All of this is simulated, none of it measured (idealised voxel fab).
process module | voxel gate over fins
cross-section cut | 225 nm wide | cells 5 nm
A cross-section is a grid of square cells, given in bands from the top down. A band is one or more rows of cells.
Each band's line starts with the height of the band's top and of its bottom, in nm. Then come its materials from left to right, each with its width in nm. One material with "throughout" fills the band from edge to edge. "air" is empty space.
Height 0 is the level under which the wafer as received is all one material. The lowest band goes on downwards, as in "0 down".
A width such as "30 to 40" changes by the same amount from each row of cells to the next, from the band's top row to its bottom row.
"no change" after a step means that no cell of the cross-section changed.
closed voids: empty space of 8 cells or more with no open way to the top, each as width x height at its distance from the left edge, in nm
after a step's settings: what the simulator itself notes on the step
overlay nm, on a step with a mask: how far to the right of its planned place the mask lay; to the left if negative
Each pair below shows a cross-section before one step and the cross-section after it, down to the lowest band that changed. The line under each pair gives the step between them, with its settings. The pairs can come from different runs of this module on the same starting wafer, so a pair continues from the pair above only where its "before" says so.
before
  5 to 0: air 70 | HfO2 15 | air 20 | HfO2 15 | air 20 | HfO2 15 | air 70
  0 to -10: air 70 | HfO2 5 | Si 5 | HfO2 5 | air 20 | HfO2 5 | Si 5 | HfO2 5 | air 20 | HfO2 5 | Si 5 | HfO2 5 | air 70
  -10 to -15: HfO2 75 | Si 5 | HfO2 30 | Si 5 | HfO2 30 | Si 5 | HfO2 75
  -15 to -45: SiO2 75 | Si 5 | SiO2 30 | Si 5 | SiO2 30 | Si 5 | SiO2 75
  -45 down: Si throughout
  closed voids: none
after
  10 to 0: air 65 | HfO2 25 | air 10 | HfO2 25 | air 10 | HfO2 25 | air 65
  0 to -5: air 65 | HfO2 10 | Si 5 | HfO2 10 | air 10 | HfO2 10 | Si 5 | HfO2 10 | air 10 | HfO2 10 | Si 5 | HfO2 10 | air 65
  -5 to -15: HfO2 75 | Si 5 | HfO2 30 | Si 5 | HfO2 30 | Si 5 | HfO2 75
  below -15: unchanged
  closed voids: none
the step between: op CONFORMAL_DEP | material HfO2 | thk nm 5
before: the cross-section after the pair above
after
  25 to 10: W throughout
  10 to 0: W 65 | HfO2 25 | W 10 | HfO2 25 | W 10 | HfO2 25 | W 65
  0 to -5: W 65 | HfO2 10 | Si 5 | HfO2 10 | W 10 | HfO2 10 | Si 5 | HfO2 10 | W 10 | HfO2 10 | Si 5 | HfO2 10 | W 65
  below -5: unchanged
  closed voids: none
the step between: op FILL_DEP | material W | thk nm 15
before: the cross-section after the pair above
after
  20 to 10: W throughout
  below 10: unchanged
  closed voids: none
the step between: op CMP | height nm 20
before: the cross-section after the pair above
after
  25 to 20: SiCN throughout
  below 20: unchanged
  closed voids: none
the step between: op CONFORMAL_DEP | material SiCN | thk nm 5
before
  5 to 0: SiN throughout
  0 down: Si throughout
  closed voids: none
after
  20 to 5: resist 70 | air 15 | resist 20 | air 15 | resist 20 | air 15 | resist 70
  below 5: unchanged
  closed voids: none
the step between: op PATTERN | tone open | mask id FINS | material resist | width nm 15 | pitch nm 35 | thk nm 15 | overlay nm 0
before: the cross-section after the pair above
after
  20 to 5: resist 70 | air 15 | resist 20 | air 15 | resist 20 | air 15 | resist 70
  5 to 0: SiN 70 | air 15 | SiN 20 | air 15 | SiN 20 | air 15 | SiN 70
  below 0: unchanged
  closed voids: none
the step between: op DIRECTIONAL_ETCH | etch materials SiN | depth nm 5
before: the cross-section after the pair above
after
  20 to 5: resist 70 | air 15 | resist 20 | air 15 | resist 20 | air 15 | resist 70
  5 to 0: SiN 70 | air 15 | SiN 20 | air 15 | SiN 20 | air 15 | SiN 70
  0 to -40: Si 70 | air 15 | Si 20 | air 15 | Si 20 | air 15 | Si 70
  below -40: unchanged
  closed voids: none
the step between: op DIRECTIONAL_ETCH | etch materials Si | depth nm 40
before: the cross-section after the pair above
after
  5 to 0: SiN 70 | air 15 | SiN 20 | air 15 | SiN 20 | air 15 | SiN 70
  below 0: unchanged
  closed voids: none
the step between: op STRIP | etch materials resist
before: the cross-section after the pair above
after
  5 to 0: SiN 70 | air 15 | SiN 20 | air 15 | SiN 20 | air 15 | SiN 70
  0 to -40: Si 65 | SiO2 5 | air 15 | SiO2 5 | Si 10 | SiO2 5 | air 15 | SiO2 5 | Si 10 | SiO2 5 | air 15 | SiO2 5 | Si 65
  -40 to -45: Si 65 | SiO2 25 | Si 10 | SiO2 25 | Si 10 | SiO2 25 | Si 65
  below -45: unchanged
  closed voids: none
the step between: op OXIDIZE | depth nm 5
before: the cross-section after the pair above
after
  20 to 5: SiO2 throughout
  5 to 0: SiN 70 | SiO2 15 | SiN 20 | SiO2 15 | SiN 20 | SiO2 15 | SiN 70
  0 to -45: Si 65 | SiO2 25 | Si 10 | SiO2 25 | Si 10 | SiO2 25 | Si 65
  below -45: unchanged
  closed voids: none
the step between: op FILL_DEP | material SiO2 | thk nm 15
before: the cross-section after the pair above
after
  5 to 0: SiN 70 | SiO2 15 | SiN 20 | SiO2 15 | SiN 20 | SiO2 15 | SiN 70
  below 0: unchanged
  closed voids: none
the step between: op CMP | height nm 5
before: the cross-section after the pair above
after
  5 to 0: SiN 70 | air 15 | SiN 20 | air 15 | SiN 20 | air 15 | SiN 70
  0 to -15: Si 65 | air 25 | Si 10 | air 25 | Si 10 | air 25 | Si 65
  below -15: unchanged
  closed voids: none
the step between: op SELECTIVE_ETCH | etch materials SiO2 | depth nm 20
before: the cross-section after the pair above
after
  0 to -15: Si 65 | air 25 | Si 10 | air 25 | Si 10 | air 25 | Si 65
  below -15: unchanged
  closed voids: none
the step between: op STRIP | etch materials SiN
before: the cross-section after the pair above
after
  5 to 0: HfO2 70 | air 15 | HfO2 20 | air 15 | HfO2 20 | air 15 | HfO2 70
  0 to -10: Si 65 | HfO2 5 | air 15 | HfO2 5 | Si 10 | HfO2 5 | air 15 | HfO2 5 | Si 10 | HfO2 5 | air 15 | HfO2 5 | Si 65
  -10 to -15: Si 65 | HfO2 25 | Si 10 | HfO2 25 | Si 10 | HfO2 25 | Si 65
  below -15: unchanged
  closed voids: none
the step between: op CONFORMAL_DEP | material HfO2 | thk nm 5
before: the cross-section after the pair above
after
  10 to 5: TiN 75 | air 5 | TiN 30 | air 5 | TiN 30 | air 5 | TiN 75
  5 to 0: HfO2 70 | TiN 5 | air 5 | TiN 5 | HfO2 20 | TiN 5 | air 5 | TiN 5 | HfO2 20 | TiN 5 | air 5 | TiN 5 | HfO2 70
  0 to -5: Si 65 | HfO2 5 | TiN 5 | air 5 | TiN 5 | HfO2 5 | Si 10 | HfO2 5 | TiN 5 | air 5 | TiN 5 | HfO2 5 | Si 10 | HfO2 5 | TiN 5 | air 5 | TiN 5 | HfO2 5 | Si 65
  -5 to -10: Si 65 | HfO2 5 | TiN 15 | HfO2 5 | Si 10 | HfO2 5 | TiN 15 | HfO2 5 | Si 10 | HfO2 5 | TiN 15 | HfO2 5 | Si 65
  below -10: unchanged
  closed voids: none
the step between: op CONFORMAL_DEP | material TiN | thk nm 5
before: the cross-section after the pair above
after
  25 to 10: W throughout
  10 to 5: TiN 75 | W 5 | TiN 30 | W 5 | TiN 30 | W 5 | TiN 75
  5 to 0: HfO2 70 | TiN 5 | W 5 | TiN 5 | HfO2 20 | TiN 5 | W 5 | TiN 5 | HfO2 20 | TiN 5 | W 5 | TiN 5 | HfO2 70
  0 to -5: Si 65 | HfO2 5 | TiN 5 | W 5 | TiN 5 | HfO2 5 | Si 10 | HfO2 5 | TiN 5 | W 5 | TiN 5 | HfO2 5 | Si 10 | HfO2 5 | TiN 5 | W 5 | TiN 5 | HfO2 5 | Si 65
  below -5: unchanged
  closed voids: none
the step between: op FILL_DEP | material W | thk nm 15
before: the cross-section after the pair above
after
  20 to 10: W throughout
  below 10: unchanged
  closed voids: none
the step between: op CMP | height nm 20
before: the cross-section after the pair above
after
  25 to 20: SiCN throughout
  below 20: unchanged
  closed voids: none
the step between: op CONFORMAL_DEP | material SiCN | thk nm 5
